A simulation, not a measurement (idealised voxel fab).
process module | voxel gate over fins
cross-section cut | 265 nm wide | cells 5 nm
A cross-section is a grid of square cells, given in bands from the top down. A band is one or more rows of cells.
Each band's line starts with the height of the band's top and of its bottom, in nm. Then come its materials from left to right, each with its width in nm. One material with "throughout" fills the band from edge to edge. "air" is empty space.
Height 0 is the level under which the wafer as received is all one material. The lowest band goes on downwards, as in "0 down".
A width such as "30 to 40" changes by the same amount from each row of cells to the next, from the band's top row to its bottom row.
"no change" after a step means that no cell of the cross-section changed.
closed voids: empty space of 8 cells or more with no open way to the top, each as width x height at its distance from the left edge, in nm
after a step's settings: what the simulator itself notes on the step
overlay nm, on a step with a mask: how far to the right of its planned place the mask lay; to the left if negative
plan
1 op RECEIVE | material Si
2 op CONFORMAL_DEP | material SiN | thk nm 10
3 op DIRECTIONAL_DEP | material aC | thk nm 10
4 op PATTERN | tone cover | mask id FINS | material resist | width nm 15 | pitch nm 50 | thk nm 30 | overlay nm 0
5 op DIRECTIONAL_ETCH | etch materials aC | depth nm 10
6 op STRIP | etch materials resist
7 op DIRECTIONAL_ETCH | etch materials SiN | depth nm 10
8 op DIRECTIONAL_ETCH | etch materials Si | depth nm 30
9 op STRIP | etch materials aC
10 op FILL_DEP | material SiO2 | thk nm 10
11 op CMP | height nm 10
12 op PATTERN | tone open | mask id RAIL | material resist | width nm 15 | thk nm 20 | overlay nm 0
13 op DIRECTIONAL_ETCH | etch materials SiO2 | depth nm 35
14 op STRIP | etch materials resist
15 op CONFORMAL_DEP | material TiN | thk nm 5
16 op FILL_DEP | material W | thk nm 10
17 op CMP | height nm 10
18 op SELECTIVE_ETCH | etch materials W Ru TiN | depth nm 25
19 op FILL_DEP | material SiO2 | thk nm 5
20 op CMP | height nm 10
21 op SELECTIVE_ETCH | etch materials SiO2 | depth nm 20
22 op STRIP | etch materials SiN
23 op CONFORMAL_DEP | material HfO2 | thk nm 5
24 op CONFORMAL_DEP | material TiN | thk nm 5
25 op FILL_DEP | material W | thk nm 15
26 op CMP | height nm 20
27 op CONFORMAL_DEP | material SiCN | thk nm 5
first wafer, as planned
as received, after step 1
  0 down: Si throughout
  closed voids: none
after step 2
  10 to 0: SiN throughout
  below 0: unchanged
after step 3
  20 to 10: aC throughout
  below 10: unchanged
after step 4
  50 to 20: air 100 | resist 15 | air 35 | resist 15 | air 100
  below 20: unchanged
after step 5
  40 to 20: air 100 | resist 15 | air 35 | resist 15 | air 100
  20 to 10: air 100 | aC 15 | air 35 | aC 15 | air 100
  below 10: unchanged
after step 6
  20 to 10: air 100 | aC 15 | air 35 | aC 15 | air 100
  below 10: unchanged
after step 7
  20 to 10: air 100 | aC 15 | air 35 | aC 15 | air 100
  10 to 0: air 100 | SiN 15 | air 35 | SiN 15 | air 100
  below 0: unchanged
after step 8
  20 to 10: air 100 | aC 15 | air 35 | aC 15 | air 100
  10 to 0: air 100 | SiN 15 | air 35 | SiN 15 | air 100
  0 to -30: air 100 | Si 15 | air 35 | Si 15 | air 100
  below -30: unchanged
after step 9
  10 to 0: air 100 | SiN 15 | air 35 | SiN 15 | air 100
  below 0: unchanged
after step 10
  20 to 10: SiO2 throughout
  10 to 0: SiO2 100 | SiN 15 | SiO2 35 | SiN 15 | SiO2 100
  0 to -30: SiO2 100 | Si 15 | SiO2 35 | Si 15 | SiO2 100
  below -30: unchanged
after step 11
  10 to 0: SiO2 100 | SiN 15 | SiO2 35 | SiN 15 | SiO2 100
  below 0: unchanged
after step 12
  30 to 10: resist 125 | air 15 | resist 125
  below 10: unchanged
after step 13
  30 to 10: resist 125 | air 15 | resist 125
  10 to 0: SiO2 100 | SiN 15 | SiO2 10 | air 15 | SiO2 10 | SiN 15 | SiO2 100
  0 to -25: SiO2 100 | Si 15 | SiO2 10 | air 15 | SiO2 10 | Si 15 | SiO2 100
  below -25: unchanged
after step 14
  10 to 0: SiO2 100 | SiN 15 | SiO2 10 | air 15 | SiO2 10 | SiN 15 | SiO2 100
  below 0: unchanged
after step 15
  15 to 10: TiN 130 | air 5 | TiN 130
  10 to 0: SiO2 100 | SiN 15 | SiO2 10 | TiN 5 | air 5 | TiN 5 | SiO2 10 | SiN 15 | SiO2 100
  0 to -20: SiO2 100 | Si 15 | SiO2 10 | TiN 5 | air 5 | TiN 5 | SiO2 10 | Si 15 | SiO2 100
  -20 to -25: SiO2 100 | Si 15 | SiO2 10 | TiN 15 | SiO2 10 | Si 15 | SiO2 100
  below -25: unchanged
after step 16
  25 to 15: W throughout
  15 to 10: TiN 130 | W 5 | TiN 130
  10 to 0: SiO2 100 | SiN 15 | SiO2 10 | TiN 5 | W 5 | TiN 5 | SiO2 10 | SiN 15 | SiO2 100
  0 to -20: SiO2 100 | Si 15 | SiO2 10 | TiN 5 | W 5 | TiN 5 | SiO2 10 | Si 15 | SiO2 100
  below -20: unchanged
after step 17
  10 to 0: SiO2 100 | SiN 15 | SiO2 10 | TiN 5 | W 5 | TiN 5 | SiO2 10 | SiN 15 | SiO2 100
  below 0: unchanged
after step 18
  10 to 0: SiO2 100 | SiN 15 | SiO2 10 | air 15 | SiO2 10 | SiN 15 | SiO2 100
  0 to -15: SiO2 100 | Si 15 | SiO2 10 | air 15 | SiO2 10 | Si 15 | SiO2 100
  below -15: unchanged
after step 19
  15 to 10: SiO2 throughout
  10 to 0: SiO2 100 | SiN 15 | SiO2 35 | SiN 15 | SiO2 100
  0 to -15: SiO2 100 | Si 15 | SiO2 35 | Si 15 | SiO2 100
  below -15: unchanged
after step 20
  10 to 0: SiO2 100 | SiN 15 | SiO2 35 | SiN 15 | SiO2 100
  below 0: unchanged
after step 21
  10 to 0: air 100 | SiN 15 | air 35 | SiN 15 | air 100
  0 to -10: air 100 | Si 15 | air 35 | Si 15 | air 100
  below -10: unchanged
after step 22
  0 to -10: air 100 | Si 15 | air 35 | Si 15 | air 100
  below -10: unchanged
after step 23
  5 to 0: air 95 | HfO2 25 | air 25 | HfO2 25 | air 95
  0 to -5: air 95 | HfO2 5 | Si 15 | HfO2 5 | air 25 | HfO2 5 | Si 15 | HfO2 5 | air 95
  -5 to -10: HfO2 100 | Si 15 | HfO2 35 | Si 15 | HfO2 100
  below -10: unchanged
after step 24
  10 to 5: air 90 | TiN 35 | air 15 | TiN 35 | air 90
  5 to 0: air 90 | TiN 5 | HfO2 25 | TiN 5 | air 15 | TiN 5 | HfO2 25 | TiN 5 | air 90
  0 to -5: TiN 95 | HfO2 5 | Si 15 | HfO2 5 | TiN 25 | HfO2 5 | Si 15 | HfO2 5 | TiN 95
  below -5: unchanged
after step 25
  25 to 10: W throughout
  10 to 5: W 90 | TiN 35 | W 15 | TiN 35 | W 90
  5 to 0: W 90 | TiN 5 | HfO2 25 | TiN 5 | W 15 | TiN 5 | HfO2 25 | TiN 5 | W 90
  below 0: unchanged
after step 26
  20 to 10: W throughout
  below 10: unchanged
after step 27
  25 to 20: SiCN throughout
  below 20: unchanged
second wafer: like start, like plan, one mistake. Through step 11 it matches the first wafer
when step 12 should have ended
  30 to 10: air 125 | resist 15 | air 125
  below 10: unchanged
when step 13 should have ended
  30 to 10: air 125 | resist 15 | air 125
  10 to 0: air 100 | SiN 15 | air 10 | SiO2 15 | air 10 | SiN 15 | air 100
  0 to -25: air 100 | Si 15 | air 10 | SiO2 15 | air 10 | Si 15 | air 100
  below -25: unchanged
when step 14 should have ended
  10 to 0: air 100 | SiN 15 | air 10 | SiO2 15 | air 10 | SiN 15 | air 100
  below 0: unchanged
when step 15 should have ended
  15 to 10: air 95 | TiN 75 | air 95
  10 to 0: air 95 | TiN 5 | SiN 15 | TiN 10 | SiO2 15 | TiN 10 | SiN 15 | TiN 5 | air 95
  0 to -20: air 95 | TiN 5 | Si 15 | TiN 10 | SiO2 15 | TiN 10 | Si 15 | TiN 5 | air 95
  -20 to -25: TiN 100 | Si 15 | TiN 10 | SiO2 15 | TiN 10 | Si 15 | TiN 100
  below -25: unchanged
when step 16 should have ended
  25 to 15: W throughout
  15 to 10: W 95 | TiN 75 | W 95
  10 to 0: W 95 | TiN 5 | SiN 15 | TiN 10 | SiO2 15 | TiN 10 | SiN 15 | TiN 5 | W 95
  0 to -20: W 95 | TiN 5 | Si 15 | TiN 10 | SiO2 15 | TiN 10 | Si 15 | TiN 5 | W 95
  below -20: unchanged
when step 17 should have ended
  10 to 0: W 95 | TiN 5 | SiN 15 | TiN 10 | SiO2 15 | TiN 10 | SiN 15 | TiN 5 | W 95
  below 0: unchanged
when step 18 should have ended
  10 to 0: air 100 | SiN 15 | air 10 | SiO2 15 | air 10 | SiN 15 | air 100
  0 to -15: air 100 | Si 15 | air 10 | SiO2 15 | air 10 | Si 15 | air 100
  below -15: unchanged
when step 19 should have ended
  15 to 10: SiO2 throughout
  10 to 0: SiO2 100 | SiN 15 | SiO2 35 | SiN 15 | SiO2 100
  0 to -15: SiO2 100 | Si 15 | SiO2 35 | Si 15 | SiO2 100
  below -15: unchanged
when step 20 should have ended
  10 to 0: SiO2 100 | SiN 15 | SiO2 35 | SiN 15 | SiO2 100
  below 0: unchanged
when step 21 should have ended
  10 to 0: air 100 | SiN 15 | air 35 | SiN 15 | air 100
  0 to -10: air 100 | Si 15 | air 35 | Si 15 | air 100
  below -10: unchanged
when step 22 should have ended
  0 to -10: air 100 | Si 15 | air 35 | Si 15 | air 100
  below -10: unchanged
when step 23 should have ended
  5 to 0: air 95 | HfO2 25 | air 25 | HfO2 25 | air 95
  0 to -5: air 95 | HfO2 5 | Si 15 | HfO2 5 | air 25 | HfO2 5 | Si 15 | HfO2 5 | air 95
  -5 to -10: HfO2 100 | Si 15 | HfO2 35 | Si 15 | HfO2 100
  below -10: unchanged
when step 24 should have ended
  10 to 5: air 90 | TiN 35 | air 15 | TiN 35 | air 90
  5 to 0: air 90 | TiN 5 | HfO2 25 | TiN 5 | air 15 | TiN 5 | HfO2 25 | TiN 5 | air 90
  0 to -5: TiN 95 | HfO2 5 | Si 15 | HfO2 5 | TiN 25 | HfO2 5 | Si 15 | HfO2 5 | TiN 95
  below -5: unchanged
when step 25 should have ended
  25 to 10: W throughout
  10 to 5: W 90 | TiN 35 | W 15 | TiN 35 | W 90
  5 to 0: W 90 | TiN 5 | HfO2 25 | TiN 5 | W 15 | TiN 5 | HfO2 25 | TiN 5 | W 90
  below 0: unchanged
when step 26 should have ended
  20 to 10: W throughout
  below 10: unchanged
when step 27 should have ended
  25 to 20: SiCN throughout
  below 20: unchanged
what went wrong: step 12 ran as: op PATTERN | tone cover | mask id RAIL | material resist | width nm 15 | thk nm 20 | overlay nm 0
at the end the second wafer has, in cells: 82 fewer of SiO2 | 45 more of TiN | 37 more of W
